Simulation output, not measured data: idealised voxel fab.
This section sets out a process module, namely voxel ribs on slabs.
Cross-section cut: width 160 nm, square cells of 5 nm.
Notation: cross-section as square-cell grid; stated in bands, top first, going down; one or more cell rows per band. What a band's entry tells you: where the top is and where the bottom is, as heights in nm, and after that what lies inside, material by material from left to right, each with its width in nm. Empty space is written as the word "empty", and a single material marked with the word "throughout" occupies the band from edge to edge. Ref level 0: as-received wafer is one material below here. Bottom band extends down with no lower bound ("0 -> down"). Width: "30..40" (first number = top row, second number = bottom row, same change from row to row of cells). "same as before", as given for a step, is the statement that not any cell of the cross-section underwent a change during that step. Each empty space that has no open way to the top and spans at least 8 cells appears under "Closed cavities" as width x height at distance, the distance counted from the left edge, all in nm. Formally, on a step line, whatever follows the settings is a remark that the simulator itself makes on the step. "overlay nm" denotes, for a step that has a mask, the displacement of the mask to the right of its planned place, with negative values corresponding to the left.
The following list gives the planned process steps:
1: RECEIVE: material Si
2: DIRECTIONAL_DEP: material SiO2, thk nm 20
3: DIRECTIONAL_DEP: material polySi, thk nm 15
4: PATTERN: tone cover, mask id RIB, material resist, width nm 20, thk nm 15, overlay nm 0
5: DIRECTIONAL_ETCH: etch materials polySi, depth nm 5
6: STRIP: etch materials resist
7: PATTERN: tone cover, mask id SLAB, material resist, width nm 60, thk nm 20, overlay nm 0
8: DIRECTIONAL_ETCH: etch materials polySi, depth nm 10
9: STRIP: etch materials resist
10: FILL_DEP: material SiO2, thk nm 25
11: CMP: height nm 50
12: DIRECTIONAL_DEP: material TiN, thk nm 5
13: PATTERN: tone cover, mask id HEATER, material resist, width nm 30, thk nm 15, overlay nm 0
14: DIRECTIONAL_ETCH: etch materials TiN, depth nm 5
15: STRIP: etch materials resist
16: CONFORMAL_DEP: material SiO2, thk nm 10
Wafer cross-section on receipt, i.e. after step 1:
- 0 -> down: Si throughout
- Closed cavities: none
Cross-sectional result after module completion. Note: starting condition and plan are unchanged from above; one processing mistake was made:
- 65 -> 60: empty: 55  SiO2: 50  empty: 55
- 60 -> 55: SiO2 throughout
- 55 -> 50: SiO2: 65  TiN: 30  SiO2: 65
- 50 -> 35: SiO2 throughout
- 35 -> 30: SiO2: 70  polySi: 20  SiO2: 70
- 30 -> 20: SiO2: 50  polySi: 60  SiO2: 50
- 20 -> 0: polySi throughout
- 0 -> down: Si throughout
- Closed cavities: none
In executing the process, a mistake was made relative to the plan: it should be noted that step 2 was executed with settings other than those planned, the operation and settings actually applied being DIRECTIONAL_DEP: material polySi, thk nm 20
